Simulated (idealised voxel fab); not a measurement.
The process module that follows is named voxel wiring stack.
It is cross-section cut that appears here, measuring 155 nm in width, its square cells being 5 nm in size.
A cross-section is a grid of square cells, given in bands from the top down. A band is one or more rows of cells.
In this notation a band is specified by the heights of its top and bottom, in that order and in nm, after which its materials appear from left to right, each paired with its width in nm. The word "edge to edge" attached to a single material means that material fills the band from edge to edge; the word "blank" stands for empty space.
Counting heights begins at 0, where everything beneath is, in the wafer as received, one material. The lowest band has no bottom; it goes on downwards, as "from 0 down" shows.
The notation "30->40" denotes a width that varies across the rows of cells in the band, beginning at the first number in the top row, finishing at the second number in the bottom row, and changing by an identical amount from each row to the next.
It should be understood that the words "nothing changed", when stated for a given step, signify that the cross-section underwent no change in any of its cells during that step.
"Enclosed cavity list": empty spaces of 8 cells or more with no open way to the top, each given as width x height at distance, distance from the left edge, all in nm.
Post-settings text on a step line: simulator's own remark regarding the step.
"overlay nm", when on a step's line for a step with a mask, measures how far to the right of its planned place the mask lay; a negative measure means to the left.
How should the pairs below be read? Each gives the cross-section before one process step and the cross-section after it, the latter drawn only to the lowest band that changed; the step that lies between them, with its settings, appears under the pair. Does a pair pick up where the pair above left off? Only where its entry headed "Status quo ante" says so, since pairs can come from different runs of this module on the same starting wafer.

Status quo ante:
	from 80 to 75: TiN 20 nm | blank 10 nm | TiN 40 nm | blank 10 nm | TiN 40 nm | blank 10 nm | TiN 25 nm
	from 75 to 60: SiO2 15 nm | TiN 5 nm | blank 10 nm | TiN 5 nm | SiO2 30 nm | TiN 5 nm | blank 10 nm | TiN 5 nm | SiO2 30 nm | TiN 5 nm | blank 10 nm | TiN 5 nm | SiO2 20 nm
	from 60 to 55: SiO2 15 nm | TiN 5 nm | blank 5 nm | TiN 10 nm | SiO2 30 nm | TiN 20 nm | SiO2 30 nm | TiN 5 nm | blank 5 nm | TiN 10 nm | SiO2 20 nm
	from 55 to 45: SiO2 15 nm | TiN 5 nm | blank 5 nm | TiN 5 nm | SiO2 85 nm | TiN 5 nm | blank 5 nm | TiN 5 nm | SiO2 25 nm
	from 45 to 40: SiCN 15 nm | TiN 15 nm | SiCN 85 nm | TiN 15 nm | SiCN 25 nm
	from 40 to 20: SiO2 10 nm | SiCN 5 nm | Ru 20 nm | SiCN 5 nm | SiO2 20 nm | SiCN 5 nm | Ru 20 nm | SiCN 5 nm | SiO2 20 nm | SiCN 5 nm | Ru 20 nm | SiCN 5 nm | SiO2 15 nm
	from 20 to 15: SiCN 15 nm | Ru 20 nm | SiCN 30 nm | Ru 20 nm | SiCN 30 nm | Ru 20 nm | SiCN 20 nm
	from 15 to 5: SiO2 edge to edge
	from 5 to 0: TiN edge to edge
	from 0 down: Si edge to edge
	Enclosed cavity list: none

Section After Processing:
	from 90 to 80: Cu edge to edge
	from 80 to 75: TiN 20 nm | Cu 10 nm | TiN 40 nm | Cu 10 nm | TiN 40 nm | Cu 10 nm | TiN 25 nm
	from 75 to 60: SiO2 15 nm | TiN 5 nm | Cu 10 nm | TiN 5 nm | SiO2 30 nm | TiN 5 nm | Cu 10 nm | TiN 5 nm | SiO2 30 nm | TiN 5 nm | Cu 10 nm | TiN 5 nm | SiO2 20 nm
	from 60 to 55: SiO2 15 nm | TiN 5 nm | Cu 5 nm | TiN 10 nm | SiO2 30 nm | TiN 20 nm | SiO2 30 nm | TiN 5 nm | Cu 5 nm | TiN 10 nm | SiO2 20 nm
	from 55 to 45: SiO2 15 nm | TiN 5 nm | Cu 5 nm | TiN 5 nm | SiO2 85 nm | TiN 5 nm | Cu 5 nm | TiN 5 nm | SiO2 25 nm
	Heights below 45 show no change.
	Enclosed cavity list: none
The process step separating the two cross-sections depicted above is as follows: FILL_DEP | material Cu | thk nm 10

Status quo ante: equal to the after panel directly above.

Section After Processing:
	from 75 to 60: SiO2 15 nm | TiN 5 nm | Cu 10 nm | TiN 5 nm | SiO2 30 nm | TiN 5 nm | Cu 10 nm | TiN 5 nm | SiO2 30 nm | TiN 5 nm | Cu 10 nm | TiN 5 nm | SiO2 20 nm
	Heights below 60 show no change.
	Enclosed cavity list: none
The process step separating the two cross-sections depicted above is as follows: CMP | height nm 75

Status quo ante: equal to the after panel directly above.

Section After Processing:
	from 80 to 75: SiCN edge to edge
	Heights below 75 show no change.
	Enclosed cavity list: none
The process step separating the two cross-sections depicted above is as follows: CONFORMAL_DEP | material SiCN | thk nm 5

Status quo ante:
	from 45 to 40: SiCN edge to edge
	from 40 to 15: SiO2 10 nm | SiCN 5 nm | Ru 20 nm | SiCN 5 nm | SiO2 20 nm | SiCN 5 nm | Ru 20 nm | SiCN 5 nm | SiO2 20 nm | SiCN 5 nm | Ru 20 nm | SiCN 5 nm | SiO2 15 nm
	from 15 to 10: SiCN 15 nm | TiN 20 nm | SiCN 30 nm | TiN 20 nm | SiCN 30 nm | TiN 20 nm | SiCN 20 nm
	from 10 to 0: SiO2 edge to edge
	from 0 down: Si edge to edge
	Enclosed cavity list: none

Section After Processing:
	from 70 to 45: SiO2 edge to edge
	Heights below 45 show no change.
	Enclosed cavity list: none
The process step separating the two cross-sections depicted above is as follows: DIRECTIONAL_DEP | material SiO2 | thk nm 25

Status quo ante: equal to the after panel directly above.

Section After Processing:
	from 70 to 50: SiO2 15 nm | blank 20 nm | SiO2 30 nm | blank 20 nm | SiO2 30 nm | blank 20 nm | SiO2 20 nm
	Heights below 50 show no change.
	Enclosed cavity list: none
The process step separating the two cross-sections depicted above is as follows: MASKED_ETCH | tone open | mask id METAL_2 | width nm 20 | pitch nm 50 | etch materials SiO2 | depth nm 20 | overlay nm 0

Status quo ante: equal to the after panel directly above.

Section After Processing:
	from 90 to 70: resist 15 nm | blank 15 nm | resist 85 nm | blank 15 nm | resist 25 nm
	from 70 to 50: SiO2 15 nm | blank 15 nm | resist 5 nm | SiO2 30 nm | resist 20 nm | SiO2 30 nm | blank 15 nm | resist 5 nm | SiO2 20 nm
	Heights below 50 show no change.
	Enclosed cavity list: none
The process step separating the two cross-sections depicted above is as follows: PATTERN | tone open | mask id METAL_2_HOLES | material resist | width nm 15 | pitch nm 100 | thk nm 20 | overlay nm 0

Status quo ante: equal to the after panel directly above.

Section After Processing:
	from 90 to 70: resist 15 nm | blank 15 nm | resist 85 nm | blank 15 nm | resist 25 nm
	from 70 to 50: SiO2 15 nm | blank 15 nm | resist 5 nm | SiO2 30 nm | resist 20 nm | SiO2 30 nm | blank 15 nm | resist 5 nm | SiO2 20 nm
	from 50 to 45: SiO2 15 nm | blank 15 nm | SiO2 85 nm | blank 15 nm | SiO2 25 nm
	Heights below 45 show no change.
	Enclosed cavity list: none
The process step separating the two cross-sections depicted above is as follows: DIRECTIONAL_ETCH | etch materials SiO2 | depth nm 10

Status quo ante: equal to the after panel directly above.

Section After Processing:
	from 90 to 70: resist 15 nm | blank 15 nm | resist 85 nm | blank 15 nm | resist 25 nm
	from 70 to 50: SiO2 15 nm | blank 15 nm | resist 5 nm | SiO2 30 nm | resist 20 nm | SiO2 30 nm | blank 15 nm | resist 5 nm | SiO2 20 nm
	from 50 to 45: SiO2 15 nm | blank 15 nm | SiO2 85 nm | blank 15 nm | SiO2 25 nm
	from 45 to 40: SiCN 15 nm | blank 15 nm | SiCN 85 nm | blank 15 nm | SiCN 25 nm
	Heights below 40 show no change.
	Enclosed cavity list: none
The process step separating the two cross-sections depicted above is as follows: DIRECTIONAL_ETCH | etch materials SiCN | depth nm 5

Status quo ante: equal to the after panel directly above.

Section After Processing:
	from 70 to 50: SiO2 15 nm | blank 20 nm | SiO2 30 nm | blank 20 nm | SiO2 30 nm | blank 20 nm | SiO2 20 nm
	Heights below 50 show no change.
	Enclosed cavity list: none
The process step separating the two cross-sections depicted above is as follows: STRIP | etch materials resist

Status quo ante: equal to the after panel directly above.

Section After Processing:
	from 75 to 70: TiN 20 nm | blank 10 nm | TiN 40 nm | blank 10 nm | TiN 40 nm | blank 10 nm | TiN 25 nm
	from 70 to 55: SiO2 15 nm | TiN 5 nm | blank 10 nm | TiN 5 nm | SiO2 30 nm | TiN 5 nm | blank 10 nm | TiN 5 nm | SiO2 30 nm | TiN 5 nm | blank 10 nm | TiN 5 nm | SiO2 20 nm
	from 55 to 50: SiO2 15 nm | TiN 5 nm | blank 5 nm | TiN 10 nm | SiO2 30 nm | TiN 20 nm | SiO2 30 nm | TiN 5 nm | blank 5 nm | TiN 10 nm | SiO2 20 nm
	from 50 to 45: SiO2 15 nm | TiN 5 nm | blank 5 nm | TiN 5 nm | SiO2 85 nm | TiN 5 nm | blank 5 nm | TiN 5 nm | SiO2 25 nm
	from 45 to 40: SiCN 15 nm | TiN 15 nm | SiCN 85 nm | TiN 15 nm | SiCN 25 nm
	Heights below 40 show no change.
	Enclosed cavity list: none
The process step separating the two cross-sections depicted above is as follows: CONFORMAL_DEP | material TiN | thk nm 5

Status quo ante: equal to the after panel directly above.

Section After Processing:
	from 85 to 75: Cu edge to edge
	from 75 to 70: TiN 20 nm | Cu 10 nm | TiN 40 nm | Cu 10 nm | TiN 40 nm | Cu 10 nm | TiN 25 nm
	from 70 to 55: SiO2 15 nm | TiN 5 nm | Cu 10 nm | TiN 5 nm | SiO2 30 nm | TiN 5 nm | Cu 10 nm | TiN 5 nm | SiO2 30 nm | TiN 5 nm | Cu 10 nm | TiN 5 nm | SiO2 20 nm
	from 55 to 50: SiO2 15 nm | TiN 5 nm | Cu 5 nm | TiN 10 nm | SiO2 30 nm | TiN 20 nm | SiO2 30 nm | TiN 5 nm | Cu 5 nm | TiN 10 nm | SiO2 20 nm
	from 50 to 45: SiO2 15 nm | TiN 5 nm | Cu 5 nm | TiN 5 nm | SiO2 85 nm | TiN 5 nm | Cu 5 nm | TiN 5 nm | SiO2 25 nm
	Heights below 45 show no change.
	Enclosed cavity list: none
The process step separating the two cross-sections depicted above is as follows: FILL_DEP | material Cu | thk nm 10

Status quo ante: equal to the after panel directly above.

Section After Processing:
	from 75 to 70: TiN 20 nm | Cu 10 nm | TiN 40 nm | Cu 10 nm | TiN 40 nm | Cu 10 nm | TiN 25 nm
	Heights below 70 show no change.
	Enclosed cavity list: none
The process step separating the two cross-sections depicted above is as follows: CMP | height nm 75

Status quo ante: equal to the after panel directly above.

Section After Processing:
	from 80 to 75: SiCN edge to edge
	Heights below 75 show no change.
	Enclosed cavity list: none
The process step separating the two cross-sections depicted above is as follows: CONFORMAL_DEP | material SiCN | thk nm 5

Status quo ante:
	from 55 to 40: aC edge to edge
	from 40 to 15: Ru edge to edge
	from 15 to 10: TiN edge to edge
	from 10 to 0: SiO2 edge to edge
	from 0 down: Si edge to edge
	Enclosed cavity list: none

Section After Processing:
	from 90 to 55: blank 20 nm | resist 15 nm | blank 35 nm | resist 15 nm | blank 35 nm | resist 15 nm | blank 20 nm
	Heights below 55 show no change.
	Enclosed cavity list: none
The process step separating the two cross-sections depicted above is as follows: PATTERN | tone cover | mask id METAL_1 | material resist | width nm 15 | pitch nm 50 | thk nm 35 | overlay nm 0

Status quo ante: equal to the after panel directly above.

Section After Processing:
	from 75 to 55: blank 20 nm | resist 15 nm | blank 35 nm | resist 15 nm | blank 35 nm | resist 15 nm | blank 20 nm
	from 55 to 40: blank 20 nm | aC 15 nm | blank 35 nm | aC 15 nm | blank 35 nm | aC 15 nm | blank 20 nm
	Heights below 40 show no change.
	Enclosed cavity list: none
The process step separating the two cross-sections depicted above is as follows: DIRECTIONAL_ETCH | etch materials aC | depth nm 15

Status quo ante: equal to the after panel directly above.

Section After Processing:
	from 55 to 40: blank 20 nm | aC 15 nm | blank 35 nm | aC 15 nm | blank 35 nm | aC 15 nm | blank 20 nm
	Heights below 40 show no change.
	Enclosed cavity list: none
The process step separating the two cross-sections depicted above is as follows: STRIP | etch materials resist

Status quo ante: equal to the after panel directly above.

Section After Processing:
	from 55 to 40: blank 20 nm | aC 15 nm | blank 35 nm | aC 15 nm | blank 35 nm | aC 15 nm | blank 20 nm
	from 40 to 15: blank 20 nm | Ru 15 nm | blank 35 nm | Ru 15 nm | blank 35 nm | Ru 15 nm | blank 20 nm
	Heights below 15 show no change.
	Enclosed cavity list: none
The process step separating the two cross-sections depicted above is as follows: DIRECTIONAL_ETCH | etch materials Ru | depth nm 25

Status quo ante: equal to the after panel directly above.

Section After Processing:
	from 55 to 40: blank 20 nm | aC 15 nm | blank 35 nm | aC 15 nm | blank 35 nm | aC 15 nm | blank 20 nm
	from 40 to 15: blank 20 nm | Ru 15 nm | blank 35 nm | Ru 15 nm | blank 35 nm | Ru 15 nm | blank 20 nm
	from 15 to 10: blank 20 nm | TiN 15 nm | blank 35 nm | TiN 15 nm | blank 35 nm | TiN 15 nm | blank 20 nm
	Heights below 10 show no change.
	Enclosed cavity list: none
The process step separating the two cross-sections depicted above is as follows: DIRECTIONAL_ETCH | etch materials TiN | depth nm 5

Status quo ante: equal to the after panel directly above.

Section After Processing:
	from 40 to 15: blank 20 nm | Ru 15 nm | blank 35 nm | Ru 15 nm | blank 35 nm | Ru 15 nm | blank 20 nm
	Heights below 15 show no change.
	Enclosed cavity list: none
The process step separating the two cross-sections depicted above is as follows: STRIP | etch materials aC

Status quo ante: equal to the after panel directly above.

Section After Processing:
	from 45 to 40: blank 15 nm | SiCN 25 nm | blank 25 nm | SiCN 25 nm | blank 25 nm | SiCN 25 nm | blank 15 nm
	from 40 to 15: blank 15 nm | SiCN 5 nm | Ru 15 nm | SiCN 5 nm | blank 25 nm | SiCN 5 nm | Ru 15 nm | SiCN 5 nm | blank 25 nm | SiCN 5 nm | Ru 15 nm | SiCN 5 nm | blank 15 nm
	from 15 to 10: SiCN 20 nm | TiN 15 nm | SiCN 35 nm | TiN 15 nm | SiCN 35 nm | TiN 15 nm | SiCN 20 nm
	Heights below 10 show no change.
	Enclosed cavity list: none
The process step separating the two cross-sections depicted above is as follows: CONFORMAL_DEP | material SiCN | thk nm 5

Status quo ante: equal to the after panel directly above.

Section After Processing:
	from 55 to 45: SiO2 edge to edge
	from 45 to 40: SiO2 15 nm | SiCN 25 nm | SiO2 25 nm | SiCN 25 nm | SiO2 25 nm | SiCN 25 nm | SiO2 15 nm
	from 40 to 15: SiO2 15 nm | SiCN 5 nm | Ru 15 nm | SiCN 5 nm | SiO2 25 nm | SiCN 5 nm | Ru 15 nm | SiCN 5 nm | SiO2 25 nm | SiCN 5 nm | Ru 15 nm | SiCN 5 nm | SiO2 15 nm
	Heights below 15 show no change.
	Enclosed cavity list: none
The process step separating the two cross-sections depicted above is as follows: FILL_DEP | material SiO2 | thk nm 10

Status quo ante: equal to the after panel directly above.

Section After Processing:
	from 40 to 15: SiO2 15 nm | SiCN 5 nm | Ru 15 nm | SiCN 5 nm | SiO2 25 nm | SiCN 5 nm | Ru 15 nm | SiCN 5 nm | SiO2 25 nm | SiCN 5 nm | Ru 15 nm | SiCN 5 nm | SiO2 15 nm
	Heights below 15 show no change.
	Enclosed cavity list: none
The process step separating the two cross-sections depicted above is as follows: CMP | height nm 40

Status quo ante: equal to the after panel directly above.

Section After Processing:
	from 45 to 40: SiCN edge to edge
	Heights below 40 show no change.
	Enclosed cavity list: none
The process step separating the two cross-sections depicted above is as follows: CONFORMAL_DEP | material SiCN | thk nm 5

Status quo ante: equal to the after panel directly above.

Section After Processing:
	from 75 to 45: SiO2 edge to edge
	Heights below 45 show no change.
	Enclosed cavity list: none
The process step separating the two cross-sections depicted above is as follows: DIRECTIONAL_DEP | material SiO2 | thk nm 30

Status quo ante: equal to the after panel directly above.

Section After Processing:
	from 75 to 55: SiO2 15 nm | blank 20 nm | SiO2 30 nm | blank 20 nm | SiO2 30 nm | blank 20 nm | SiO2 20 nm
	Heights below 55 show no change.
	Enclosed cavity list: none
The process step separating the two cross-sections depicted above is as follows: MASKED_ETCH | tone open | mask id METAL_2 | width nm 20 | pitch nm 50 | etch materials SiO2 | depth nm 20 | overlay nm 0

Status quo ante: equal to the after panel directly above.

Section After Processing:
	from 95 to 75: resist 15 nm | blank 15 nm | resist 85 nm | blank 15 nm | resist 25 nm
	from 75 to 55: SiO2 15 nm | blank 15 nm | resist 5 nm | SiO2 30 nm | resist 20 nm | SiO2 30 nm | blank 15 nm | resist 5 nm | SiO2 20 nm
	Heights below 55 show no change.
	Enclosed cavity list: none
The process step separating the two cross-sections depicted above is as follows: PATTERN | tone open | mask id METAL_2_HOLES | material resist | width nm 15 | pitch nm 100 | thk nm 20 | overlay nm 0

Status quo ante: equal to the after panel directly above.

Section After Processing:
	from 95 to 75: resist 15 nm | blank 15 nm | resist 85 nm | blank 15 nm | resist 25 nm
	from 75 to 55: SiO2 15 nm | blank 15 nm | resist 5 nm | SiO2 30 nm | resist 20 nm | SiO2 30 nm | blank 15 nm | resist 5 nm | SiO2 20 nm
	from 55 to 45: SiO2 15 nm | blank 15 nm | SiO2 85 nm | blank 15 nm | SiO2 25 nm
	Heights below 45 show no change.
	Enclosed cavity list: none
The process step separating the two cross-sections depicted above is as follows: DIRECTIONAL_ETCH | etch materials SiO2 | depth nm 10

Status quo ante: equal to the after panel directly above.

Section After Processing:
	from 95 to 75: resist 15 nm | blank 15 nm | resist 85 nm | blank 15 nm | resist 25 nm
	from 75 to 55: SiO2 15 nm | blank 15 nm | resist 5 nm | SiO2 30 nm | resist 20 nm | SiO2 30 nm | blank 15 nm | resist 5 nm | SiO2 20 nm
	from 55 to 45: SiO2 15 nm | blank 15 nm | SiO2 85 nm | blank 15 nm | SiO2 25 nm
	from 45 to 40: SiCN 15 nm | blank 15 nm | SiCN 85 nm | blank 15 nm | SiCN 25 nm
	Heights below 40 show no change.
	Enclosed cavity list: none
The process step separating the two cross-sections depicted above is as follows: DIRECTIONAL_ETCH | etch materials SiCN | depth nm 5

Status quo ante: equal to the after panel directly above.

Section After Processing:
	from 75 to 55: SiO2 15 nm | blank 20 nm | SiO2 30 nm | blank 20 nm | SiO2 30 nm | blank 20 nm | SiO2 20 nm
	Heights below 55 show no change.
	Enclosed cavity list: none
The process step separating the two cross-sections depicted above is as follows: STRIP | etch materials resist

Status quo ante: equal to the after panel directly above.

Section After Processing:
	from 80 to 75: TiN 20 nm | blank 10 nm | TiN 40 nm | blank 10 nm | TiN 40 nm | blank 10 nm | TiN 25 nm
	from 75 to 60: SiO2 15 nm | TiN 5 nm | blank 10 nm | TiN 5 nm | SiO2 30 nm | TiN 5 nm | blank 10 nm | TiN 5 nm | SiO2 30 nm | TiN 5 nm | blank 10 nm | TiN 5 nm | SiO2 20 nm
	from 60 to 55: SiO2 15 nm | TiN 5 nm | blank 5 nm | TiN 10 nm | SiO2 30 nm | TiN 20 nm | SiO2 30 nm | TiN 5 nm | blank 5 nm | TiN 10 nm | SiO2 20 nm
	from 55 to 45: SiO2 15 nm | TiN 5 nm | blank 5 nm | TiN 5 nm | SiO2 85 nm | TiN 5 nm | blank 5 nm | TiN 5 nm | SiO2 25 nm
	from 45 to 40: SiCN 15 nm | TiN 15 nm | SiCN 85 nm | TiN 15 nm | SiCN 25 nm
	Heights below 40 show no change.
	Enclosed cavity list: none
The process step separating the two cross-sections depicted above is as follows: CONFORMAL_DEP | material TiN | thk nm 5

Status quo ante: equal to the after panel directly above.

Section After Processing:
	from 90 to 80: Cu edge to edge
	from 80 to 75: TiN 20 nm | Cu 10 nm | TiN 40 nm | Cu 10 nm | TiN 40 nm | Cu 10 nm | TiN 25 nm
	from 75 to 60: SiO2 15 nm | TiN 5 nm | Cu 10 nm | TiN 5 nm | SiO2 30 nm | TiN 5 nm | Cu 10 nm | TiN 5 nm | SiO2 30 nm | TiN 5 nm | Cu 10 nm | TiN 5 nm | SiO2 20 nm
	from 60 to 55: SiO2 15 nm | TiN 5 nm | Cu 5 nm | TiN 10 nm | SiO2 30 nm | TiN 20 nm | SiO2 30 nm | TiN 5 nm | Cu 5 nm | TiN 10 nm | SiO2 20 nm
	from 55 to 45: SiO2 15 nm | TiN 5 nm | Cu 5 nm | TiN 5 nm | SiO2 85 nm | TiN 5 nm | Cu 5 nm | TiN 5 nm | SiO2 25 nm
	Heights below 45 show no change.
	Enclosed cavity list: none
The process step separating the two cross-sections depicted above is as follows: FILL_DEP | material Cu | thk nm 10

Status quo ante: equal to the after panel directly above.

Section After Processing:
	from 75 to 60: SiO2 15 nm | TiN 5 nm | Cu 10 nm | TiN 5 nm | SiO2 30 nm | TiN 5 nm | Cu 10 nm | TiN 5 nm | SiO2 30 nm | TiN 5 nm | Cu 10 nm | TiN 5 nm | SiO2 20 nm
	Heights below 60 show no change.
	Enclosed cavity list: none
The process step separating the two cross-sections depicted above is as follows: CMP | height nm 75

Status quo ante: equal to the after panel directly above.

Section After Processing:
	from 80 to 75: SiCN edge to edge
	Heights below 75 show no change.
	Enclosed cavity list: none
The process step separating the two cross-sections depicted above is as follows: CONFORMAL_DEP | material SiCN | thk nm 5

Status quo ante:
	from 75 to 55: SiO2 15 nm | blank 20 nm | SiO2 30 nm | blank 20 nm | SiO2 30 nm | blank 20 nm | SiO2 20 nm
	from 55 to 45: SiO2 edge to edge
	from 45 to 40: SiCN edge to edge
	from 40 to 15: SiO2 10 nm | SiCN 5 nm | Ru 20 nm | SiCN 5 nm | SiO2 20 nm | SiCN 5 nm | Ru 20 nm | SiCN 5 nm | SiO2 20 nm | SiCN 5 nm | Ru 20 nm | SiCN 5 nm | SiO2 15 nm
	from 15 to 10: SiCN 15 nm | TiN 20 nm | SiCN 30 nm | TiN 20 nm | SiCN 30 nm | TiN 20 nm | SiCN 20 nm
	from 10 to 0: SiO2 edge to edge
	from 0 down: Si edge to edge
	Enclosed cavity list: none

Section After Processing:
	from 95 to 75: resist 25 nm | blank 15 nm | resist 85 nm | blank 15 nm | resist 15 nm
	from 75 to 55: SiO2 15 nm | resist 10 nm | blank 10 nm | SiO2 30 nm | resist 20 nm | SiO2 30 nm | resist 10 nm | blank 10 nm | SiO2 20 nm
	Heights below 55 show no change.
	Enclosed cavity list: none
The process step separating the two cross-sections depicted above is as follows: PATTERN | tone open | mask id METAL_2_HOLES | material resist | width nm 15 | pitch nm 100 | thk nm 20 | overlay nm 10

Status quo ante: equal to the after panel directly above.

Section After Processing:
	from 95 to 75: resist 25 nm | blank 15 nm | resist 85 nm | blank 15 nm | resist 15 nm
	from 75 to 65: SiO2 15 nm | resist 10 nm | blank 15 nm | SiO2 25 nm | resist 20 nm | SiO2 30 nm | resist 10 nm | blank 15 nm | SiO2 15 nm
	from 65 to 55: SiO2 15 nm | resist 10 nm | blank 10 nm | SiO2 30 nm | resist 20 nm | SiO2 30 nm | resist 10 nm | blank 10 nm | SiO2 20 nm
	from 55 to 45: SiO2 25 nm | blank 10 nm | SiO2 90 nm | blank 10 nm | SiO2 20 nm
	Heights below 45 show no change.
	Enclosed cavity list: none
The process step separating the two cross-sections depicted above is as follows: DIRECTIONAL_ETCH | etch materials SiO2 | depth nm 10

Status quo ante: equal to the after panel directly above.

Section After Processing:
	from 95 to 75: resist 25 nm | blank 15 nm | resist 85 nm | blank 15 nm | resist 15 nm
	from 75 to 65: SiO2 15 nm | resist 10 nm | blank 15 nm | SiO2 25 nm | resist 20 nm | SiO2 30 nm | resist 10 nm | blank 15 nm | SiO2 15 nm
	from 65 to 55: SiO2 15 nm | resist 10 nm | blank 10 nm | SiO2 30 nm | resist 20 nm | SiO2 30 nm | resist 10 nm | blank 10 nm | SiO2 20 nm
	from 55 to 45: SiO2 25 nm | blank 10 nm | SiO2 90 nm | blank 10 nm | SiO2 20 nm
	from 45 to 40: SiCN 25 nm | blank 10 nm | SiCN 90 nm | blank 10 nm | SiCN 20 nm
	Heights below 40 show no change.
	Enclosed cavity list: none
The process step separating the two cross-sections depicted above is as follows: DIRECTIONAL_ETCH | etch materials SiCN | depth nm 5

Status quo ante: equal to the after panel directly above.

Section After Processing:
	from 75 to 65: SiO2 15 nm | blank 25 nm | SiO2 25 nm | blank 20 nm | SiO2 30 nm | blank 25 nm | SiO2 15 nm
	from 65 to 55: SiO2 15 nm | blank 20 nm | SiO2 30 nm | blank 20 nm | SiO2 30 nm | blank 20 nm | SiO2 20 nm
	Heights below 55 show no change.
	Enclosed cavity list: none
The process step separating the two cross-sections depicted above is as follows: STRIP | etch materials resist

Status quo ante: equal to the after panel directly above.

Section After Processing:
	from 80 to 75: TiN 20 nm | blank 15 nm | TiN 35 nm | blank 10 nm | TiN 40 nm | blank 15 nm | TiN 20 nm
	from 75 to 65: SiO2 15 nm | TiN 5 nm | blank 15->10 nm | TiN 5->10 nm | SiO2 25 nm | TiN 5 nm | blank 10 nm | TiN 5 nm | SiO2 30 nm | TiN 5 nm | blank 15->10 nm | TiN 5->10 nm | SiO2 15 nm
	from 65 to 60: SiO2 15 nm | TiN 5 nm | blank 10 nm | TiN 5 nm | SiO2 30 nm | TiN 5 nm | blank 10 nm | TiN 5 nm | SiO2 30 nm | TiN 5 nm | blank 10 nm | TiN 5 nm | SiO2 20 nm
	from 60 to 55: SiO2 15 nm | TiN 20 nm | SiO2 30 nm | TiN 20 nm | SiO2 30 nm | TiN 20 nm | SiO2 20 nm
	from 55 to 45: SiO2 25 nm | TiN 10 nm | SiO2 90 nm | TiN 10 nm | SiO2 20 nm
	from 45 to 40: SiCN 25 nm | TiN 10 nm | SiCN 90 nm | TiN 10 nm | SiCN 20 nm
	Heights below 40 show no change.
	Enclosed cavity list: none
The process step separating the two cross-sections depicted above is as follows: CONFORMAL_DEP | material TiN | thk nm 5

Status quo ante: equal to the after panel directly above.

Section After Processing:
	from 90 to 80: Cu edge to edge
	from 80 to 75: TiN 20 nm | Cu 15 nm | TiN 35 nm | Cu 10 nm | TiN 40 nm | Cu 15 nm | TiN 20 nm
	from 75 to 65: SiO2 15 nm | TiN 5 nm | Cu 15->10 nm | TiN 5->10 nm | SiO2 25 nm | TiN 5 nm | Cu 10 nm | TiN 5 nm | SiO2 30 nm | TiN 5 nm | Cu 15->10 nm | TiN 5->10 nm | SiO2 15 nm
	from 65 to 60: SiO2 15 nm | TiN 5 nm | Cu 10 nm | TiN 5 nm | SiO2 30 nm | TiN 5 nm | Cu 10 nm | TiN 5 nm | SiO2 30 nm | TiN 5 nm | Cu 10 nm | TiN 5 nm | SiO2 20 nm
	Heights below 60 show no change.
	Enclosed cavity list: none
The process step separating the two cross-sections depicted above is as follows: FILL_DEP | material Cu | thk nm 10

Status quo ante: equal to the after panel directly above.

Section After Processing:
	from 75 to 65: SiO2 15 nm | TiN 5 nm | Cu 15->10 nm | TiN 5->10 nm | SiO2 25 nm | TiN 5 nm | Cu 10 nm | TiN 5 nm | SiO2 30 nm | TiN 5 nm | Cu 15->10 nm | TiN 5->10 nm | SiO2 15 nm
	Heights below 65 show no change.
	Enclosed cavity list: none
The process step separating the two cross-sections depicted above is as follows: CMP | height nm 75

Status quo ante: equal to the after panel directly above.

Section After Processing:
	from 80 to 75: SiCN edge to edge
	Heights below 75 show no change.
	Enclosed cavity list: none
The process step separating the two cross-sections depicted above is as follows: CONFORMAL_DEP | material SiCN | thk nm 5

Status quo ante:
	from 45 to 40: blank 10 nm | SiCN 30 nm | blank 20 nm | SiCN 30 nm | blank 20 nm | SiCN 30 nm | blank 15 nm
	from 40 to 15: blank 10 nm | SiCN 5 nm | Ru 20 nm | SiCN 5 nm | blank 20 nm | SiCN 5 nm | Ru 20 nm | SiCN 5 nm | blank 20 nm | SiCN 5 nm | Ru 20 nm | SiCN 5 nm | blank 15 nm
	from 15 to 10: SiCN 15 nm | TiN 20 nm | SiCN 30 nm | TiN 20 nm | SiCN 30 nm | TiN 20 nm | SiCN 20 nm
	from 10 to 0: SiO2 edge to edge
	from 0 down: Si edge to edge
	Enclosed cavity list: none

Section After Processing:
	from 55 to 45: Ru edge to edge
	from 45 to 40: Ru 10 nm | SiCN 30 nm | Ru 20 nm | SiCN 30 nm | Ru 20 nm | SiCN 30 nm | Ru 15 nm
	from 40 to 15: Ru 10 nm | SiCN 5 nm | Ru 20 nm | SiCN 5 nm | Ru 20 nm | SiCN 5 nm | Ru 20 nm | SiCN 5 nm | Ru 20 nm | SiCN 5 nm | Ru 20 nm | SiCN 5 nm | Ru 15 nm
	Heights below 15 show no change.
	Enclosed cavity list: none
The process step separating the two cross-sections depicted above is as follows: FILL_DEP | material Ru | thk nm 10

Status quo ante: equal to the after panel directly above.

Section After Processing:
	from 40 to 15: Ru 10 nm | SiCN 5 nm | Ru 20 nm | SiCN 5 nm | Ru 20 nm | SiCN 5 nm | Ru 20 nm | SiCN 5 nm | Ru 20 nm | SiCN 5 nm | Ru 20 nm | SiCN 5 nm | Ru 15 nm
	Heights below 15 show no change.
	Enclosed cavity list: none
The process step separating the two cross-sections depicted above is as follows: CMP | height nm 40

Status quo ante: equal to the after panel directly above.

Section After Processing:
	from 45 to 40: SiCN edge to edge
	Heights below 40 show no change.
	Enclosed cavity list: none
The process step separating the two cross-sections depicted above is as follows: CONFORMAL_DEP | material SiCN | thk nm 5

Status quo ante: equal to the after panel directly above.

Section After Processing:
	from 75 to 45: SiO2 edge to edge
	Heights below 45 show no change.
	Enclosed cavity list: none
The process step separating the two cross-sections depicted above is as follows: DIRECTIONAL_DEP | material SiO2 | thk nm 30

Status quo ante: equal to the after panel directly above.

Section After Processing:
	from 75 to 55: SiO2 15 nm | blank 20 nm | SiO2 30 nm | blank 20 nm | SiO2 30 nm | blank 20 nm | SiO2 20 nm
	Heights below 55 show no change.
	Enclosed cavity list: none
The process step separating the two cross-sections depicted above is as follows: MASKED_ETCH | tone open | mask id METAL_2 | width nm 20 | pitch nm 50 | etch materials SiO2 | depth nm 20 | overlay nm 0

Status quo ante: equal to the after panel directly above.

Section After Processing:
	from 95 to 75: resist 15 nm | blank 15 nm | resist 85 nm | blank 15 nm | resist 25 nm
	from 75 to 55: SiO2 15 nm | blank 15 nm | resist 5 nm | SiO2 30 nm | resist 20 nm | SiO2 30 nm | blank 15 nm | resist 5 nm | SiO2 20 nm
	Heights below 55 show no change.
	Enclosed cavity list: none
The process step separating the two cross-sections depicted above is as follows: PATTERN | tone open | mask id METAL_2_HOLES | material resist | width nm 15 | pitch nm 100 | thk nm 20 | overlay nm 0
